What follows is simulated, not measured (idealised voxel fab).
The document below concerns the process module designated voxel lift off.
Square cell edge 5 nm, section width 190 nm, ID cut.
Cross-section, as written here: a square-cell grid given band by band from the top down, where a band holds one or more rows of cells.
In this notation a band is specified by the heights of its top and bottom, in that order and in nm, after which its materials appear from left to right, each paired with its width in nm. The word "all across" attached to a single material means that material fills the band from edge to edge; the word "empty" stands for empty space.
We count height from 0. Below that, the starting wafer is all one material. The lowest band never ends at the bottom but goes on down; see "0 nm and below" for how that is written.
Per-row width for "30->40": begins at first number (top row of band), ends at second number (bottom row), increment between rows held constant.
"no alterations made" (step): cross-section cells unchanged, all of them.
Empty spaces counting at least 8 cells and having no open way to the top are listed in "Unvented internal voids". The notation width x height at distance is used for each, the distance being from the left edge and all three values in nm.
It should be noted that, on the line of a given step, the content following the step's settings is a remark produced by the simulator itself with respect to that step.
overlay nm: mask offset rightward from planned place, masked step; negative means leftward offset.
Process steps (planned):
| 1 | RECEIVE [material Si] |
| 2 | CONFORMAL_DEP [material Al2O3] [thk nm 5] |
| 3 | PATTERN [tone open] [mask id LINES] [material resist] [width nm 30] [pitch nm 60] [thk nm 20] [overlay nm 0] |
| 4 | DIRECTIONAL_DEP [material Ru] [thk nm 5] |
| 5 | STRIP [etch materials resist] |
| 6 | CONFORMAL_DEP [material SiCN] [thk nm 10] |
The first wafer of two, processed as planned:
As received (post step 1): cross-section:
    0 nm and below  Si all across
    Unvented internal voids: none
So this is the wafer cross-section right after step 2:
    5 nm to 0 nm  Al2O3 all across
    Below 0, the layers are the same as they were.
So this is the wafer cross-section right after step 3:
    25 nm to 5 nm  50 resist / 30 empty / 30 resist / 30 empty / 50 resist
    Below 5, the layers are the same as they were.
So this is the wafer cross-section right after step 4:
    30 nm to 25 nm  50 Ru / 30 empty / 30 Ru / 30 empty / 50 Ru
    25 nm to 10 nm  50 resist / 30 empty / 30 resist / 30 empty / 50 resist
    10 nm to 5 nm  50 resist / 30 Ru / 30 resist / 30 Ru / 50 resist
    Below 5, the layers are the same as they were.
So this is the wafer cross-section right after step 5:
    10 nm to 5 nm  50 empty / 30 Ru / 30 empty / 30 Ru / 50 empty
    Below 5, the layers are the same as they were.
So this is the wafer cross-section right after step 6:
    20 nm to 15 nm  40 empty / 50 SiCN / 10 empty / 50 SiCN / 40 empty
    15 nm to 10 nm  SiCN all across
    10 nm to 5 nm  50 SiCN / 30 Ru / 30 SiCN / 30 Ru / 50 SiCN
    Below 5, the layers are the same as they were.
The second wafer was prepared from the same starting point and under the same plan as the first; its processing contained one mistake, and it remains indistinguishable from the first wafer up to and including step 2:
At the planned end of step 3, the second wafer in cross-section:
    25 nm to 5 nm  40 resist / 30 empty / 30 resist / 30 empty / 60 resist
    Below 5, the layers are the same as they were.
At the planned end of step 4, the second wafer in cross-section:
    30 nm to 25 nm  40 Ru / 30 empty / 30 Ru / 30 empty / 60 Ru
    25 nm to 10 nm  40 resist / 30 empty / 30 resist / 30 empty / 60 resist
    10 nm to 5 nm  40 resist / 30 Ru / 30 resist / 30 Ru / 60 resist
    Below 5, the layers are the same as they were.
At the planned end of step 5, the second wafer in cross-section:
    10 nm to 5 nm  40 empty / 30 Ru / 30 empty / 30 Ru / 60 empty
    Below 5, the layers are the same as they were.
At the planned end of step 6, the second wafer in cross-section:
    20 nm to 15 nm  30 empty / 50 SiCN / 10 empty / 50 SiCN / 50 empty
    15 nm to 10 nm  SiCN all across
    10 nm to 5 nm  40 SiCN / 30 Ru / 30 SiCN / 30 Ru / 60 SiCN
    Below 5, the layers are the same as they were.
Error vs. plan: planned and actual differ for step 3; actual: PATTERN [tone open] [mask id LINES] [material resist] [width nm 30] [pitch nm 60] [thk nm 20] [overlay nm -10]
At the close, every material occupies the same number of cells on the second wafer as on the first, only in different positions.
